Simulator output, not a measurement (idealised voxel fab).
Process module heading - voxel self aligned vias
cross-section cut | 175 nm wide | cells 5 nm
Cross-section = grid of square cells, listed top down in bands; band = one or more rows. What a band's entry tells you: where the top is and where the bottom is, as heights in nm, and after that what lies inside, material by material from left to right, each with its width in nm. Empty space is written as the word "air", and a single material marked with the word "all across" occupies the band from edge to edge. All heights in this document are referenced to 0, defined as the level beneath which the wafer, as received, consists entirely of one material. The lowest band is not bounded below; it extends indefinitely downward and is written in the form "from 0 down". Width: "30..40" (first number = top row, second number = bottom row, same change from row to row of cells). Step marked "nothing changed"? Then no cell in the cross-section changed in it. The label "Entrapped void list" introduces a list of the empty spaces, 8 cells or larger, that have no open way up to the top; each entry in it reads width x height at distance, where the distance is taken from the left edge and all three are stated in nm. Heads up: the bit after the settings on a step's line is the simulator's remark on that step. overlay nm: where the mask lay relative to plan, measured to the right, on steps with a mask; negatives go left.
-- plan
1) RECEIVE with material Si
2) CONFORMAL_DEP with material SiO2, thk nm 15
3) CONFORMAL_DEP with material SiCN, thk nm 5
4) DIRECTIONAL_DEP with material lowk, thk nm 20
5) MASKED_ETCH with tone open, mask id LINES, width nm 30, pitch nm 70, etch materials lowk, depth nm 20, overlay nm 0
6) CONFORMAL_DEP with material TiN, thk nm 5
7) FILL_DEP with material Ru, thk nm 10
8) CMP with height nm 40
9) SELECTIVE_ETCH with etch materials W Ru TiN, depth nm 5
10) FILL_DEP with material SiN, thk nm 10
11) CMP with height nm 40
12) DIRECTIONAL_DEP with material lowk, thk nm 20
13) DIRECTIONAL_DEP with material aC, thk nm 15
14) PATTERN with tone open, mask id VIAS, material resist, width nm 40, pitch nm 70, thk nm 30, overlay nm 0
15) DIRECTIONAL_ETCH with etch materials aC, depth nm 15
16) STRIP with etch materials resist
17) DIRECTIONAL_ETCH with etch materials lowk, depth nm 20
18) DIRECTIONAL_ETCH with etch materials SiN, depth nm 5
19) STRIP with etch materials aC
20) CONFORMAL_DEP with material TiN, thk nm 5
21) FILL_DEP with material Ru, thk nm 10
22) CMP with height nm 60
23) CONFORMAL_DEP with material SiCN, thk nm 5
-- Cross-section of the wafer at receipt, which is the condition after step 1
> from 0 down  Si all across
> Entrapped void list: none
-- Run as planned - first of the two wafers cross-sectioned at the end of the module
> from 65 to 60  SiCN all across
> from 60 to 45  lowk: 30 | TiN: 5 | Ru: 30 | TiN: 5 | lowk: 30 | TiN: 5 | Ru: 30 | TiN: 5 | lowk: 35
> from 45 to 40  lowk: 30 | TiN: 10 | Ru: 20 | TiN: 10 | lowk: 30 | TiN: 10 | Ru: 20 | TiN: 10 | lowk: 35
> from 40 to 35  lowk: 35 | TiN: 30 | lowk: 40 | TiN: 30 | lowk: 40
> from 35 to 25  lowk: 35 | TiN: 5 | Ru: 20 | TiN: 5 | lowk: 40 | TiN: 5 | Ru: 20 | TiN: 5 | lowk: 40
> from 25 to 20  lowk: 35 | TiN: 30 | lowk: 40 | TiN: 30 | lowk: 40
> from 20 to 15  SiCN all across
> from 15 to 0  SiO2 all across
> from 0 down  Si all across
> Entrapped void list: none
-- Module end: cross-section of wafer two of two. Same start and process plan as the first wafer. One mistake during execution
> from 65 to 60  SiCN all across
> from 60 to 40  TiN all across
> from 40 to 35  lowk: 35 | SiN: 30 | lowk: 40 | SiN: 30 | lowk: 40
> from 35 to 25  lowk: 35 | TiN: 5 | Ru: 20 | TiN: 5 | lowk: 40 | TiN: 5 | Ru: 20 | TiN: 5 | lowk: 40
> from 25 to 20  lowk: 35 | TiN: 30 | lowk: 40 | TiN: 30 | lowk: 40
> from 20 to 15  SiCN all across
> from 15 to 0  SiO2 all across
> from 0 down  Si all across
> Entrapped void list: none
Processing error: step 12, actual vs plan mismatch, actual run DIRECTIONAL_DEP with material TiN, thk nm 20
Upon completion, the second wafer contains, in terms of cells, a greater or smaller amount of certain materials than the first wafer: Ru -44, SiN +12, TiN +108, lowk -76
